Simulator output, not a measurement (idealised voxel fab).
The following is a process module called voxel tone inversion.
The width of the displayed cross-section, cut, is 260 nm; its cells are square, with a size of 5 nm.
Square cells in a grid make up a cross-section in this document, and the grid is given as bands, listed from the top down, each one or more rows of cells.
The band entry comprises the height of the band's top followed by the height of its bottom, expressed in nm, and subsequently the band's materials from left to right, each stated together with its width in nm. Where a single material is marked with the word "everywhere", that material fills the band from edge to edge. The word "air" represents empty space.
Where do heights start? At 0: under that level the wafer as delivered is made of one material only. And the lowest band has no floor; it just carries on downward, as in "0 -> down".
Think of "30 to 40" as a width that walks from the first number to the second as you go down the band, top row to bottom row, taking equal-sized steps from row to row.
"nothing was modified" (step): cross-section cells unchanged, all of them.
The label "Trapped voids" introduces a list of the empty spaces, 8 cells or larger, that have no open way up to the top; each entry in it reads width x height at distance, where the distance is taken from the left edge and all three are stated in nm.
That trailing text on a step's line, after the settings, is the simulator's own remark on the step.
overlay nm: for a step with a mask, the amount by which the mask lay right of where it was planned; a negative amount means left of it.
The following list gives the planned process steps:
step 1: RECEIVE [material Si]
step 2: CONFORMAL_DEP [material SiCN] [thk nm 10]
step 3: DIRECTIONAL_DEP [material polySi] [thk nm 25]
step 4: PATTERN [tone cover] [mask id POSTS] [material resist] [width nm 20] [pitch nm 45] [thk nm 30] [overlay nm 0]
step 5: DIRECTIONAL_ETCH [etch materials polySi] [depth nm 25]
step 6: STRIP [etch materials resist]
step 7: FILL_DEP [material lowk] [thk nm 10]
step 8: CMP [height nm 35]
step 9: STRIP [etch materials polySi]
Wafer as received: cross-section following step 1:
- 0 -> down: Si everywhere
- Trapped voids: none
End state of the module in cross-section, given the above starting point and plan and one mistake in execution:
- 35 -> 10: air: 50 / lowk: 20 / air: 25 / lowk: 20 / air: 25 / lowk: 20 / air: 25 / lowk: 20 / air: 55
- 10 -> 0: SiCN everywhere
- 0 -> down: Si everywhere
- Trapped voids: none
Run error: for step 4, the planned setting was not used; the step was instead run as PATTERN [tone open] [mask id POSTS] [material resist] [width nm 20] [pitch nm 45] [thk nm 30] [overlay nm 0]
